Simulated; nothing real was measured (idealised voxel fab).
Presented below is a process module, voxel tone inversion.
The figure presents cross-section cut, which has a width of 145 nm and is divided into square cells with an edge length of 5 nm.
In this document a cross-section is written as a grid of square cells. It is given as a series of bands, listed from the top down, and a band is one or more rows of cells. For a band, the entry starts with two heights in nm, that of the top and then that of the bottom, and carries on with the band's materials in order from left to right, each alongside its width in nm; the word "edge to edge" beside a single material means it fills the band edge to edge, and "blank" means empty space. Beneath 0, the wafer as received is one material, and that level is where height counting begins. The lowest band goes on downward without a bottom; it is written like "z 0 and below". So if you see something like "30..40" for the width, read it as the top row of the band sitting at the first number and the bottom row at the second, with every row in between moving by the same amount as the last. "changes: none" means the step left every cell of the cross-section as it was. You'll see "Enclosed void listing" listing empty spaces that have no way open to the top, as long as they're 8 cells or more; the notation is width x height at distance, where the distance is from the left edge, and all of it is in nm. after a step's settings: what the simulator itself notes on the step. If you see "overlay nm" on a step's line and that step has a mask, it's telling you how far right of where it was planned the mask ended up; a negative number means it went left instead.

## Set out below are the planned steps of the process
1. op RECEIVE | material Si
2. op CONFORMAL_DEP | material SiN | thk nm 5
3. op DIRECTIONAL_DEP | material aC | thk nm 25
4. op PATTERN | tone cover | mask id POSTS | material resist | width nm 15 | pitch nm 35 | thk nm 30 | overlay nm -15
5. op DIRECTIONAL_ETCH | etch materials aC | depth nm 25
6. op STRIP | etch materials resist
7. op FILL_DEP | material lowk | thk nm 5
8. op CMP | height nm 30
9. op STRIP | etch materials aC
10. op CONFORMAL_DEP | material TiN | thk nm 5
11. op FILL_DEP | material W | thk nm 5
12. op CMP | height nm 30
13. op CONFORMAL_DEP | material SiN | thk nm 5
Quick note for whoever runs this: the wafers start identical, but the overlay nm at step 4 isn't the same across them. The plan just shows what the first wafer had.

## Cross-sectional view of the first of several wafers in the as-received condition, corresponding to the state following step 1
> z 0 and below = Si edge to edge
> Enclosed void listing: none

## Cross-section of the first of several wafers once the module has run through its last step, step 13
> z 35 to 30 = SiN edge to edge
> z 30 to 10 = 15 of lowk  5 of TiN  5 of W  5 of TiN  20 of lowk  5 of TiN  5 of W  5 of TiN  20 of lowk  5 of TiN  5 of W  5 of TiN  45 of lowk
> z 10 to 5 = 15 of lowk  15 of TiN  20 of lowk  15 of TiN  20 of lowk  15 of TiN  45 of lowk
> z 5 to 0 = SiN edge to edge
> z 0 and below = Si edge to edge
> Enclosed void listing: none

## End of module, last wafer sectioned
> z 35 to 30 = SiN edge to edge
> z 30 to 10 = 45 of lowk  5 of TiN  5 of W  5 of TiN  20 of lowk  5 of TiN  5 of W  5 of TiN  20 of lowk  5 of TiN  5 of W  5 of TiN  15 of lowk
> z 10 to 5 = 45 of lowk  15 of TiN  20 of lowk  15 of TiN  20 of lowk  15 of TiN  15 of lowk
> z 5 to 0 = SiN edge to edge
> z 0 and below = Si edge to edge
> Enclosed void listing: none

## Note: the following table is arranged by wafer, a row apiece. Each row reports the end-of-module state: per material, cells gained (+) or cells lost (-) compared with the wafer as received; closed voids follow
overlay nm -15; +58 SiN; +33 TiN; +12 W; +100 lowk; Enclosed void listing: none
overlay nm -10; +58 SiN; +33 TiN; +12 W; +100 lowk; Enclosed void listing: none
overlay nm -5; +58 SiN; +33 TiN; +12 W; +100 lowk; Enclosed void listing: none
overlay nm 0; +58 SiN; +33 TiN; +12 W; +100 lowk; Enclosed void listing: none
overlay nm 5; +58 SiN; +33 TiN; +12 W; +100 lowk; Enclosed void listing: none
overlay nm 10; +58 SiN; +33 TiN; +12 W; +100 lowk; Enclosed void listing: none
overlay nm 15; +58 SiN; +33 TiN; +12 W; +100 lowk; Enclosed void listing: none
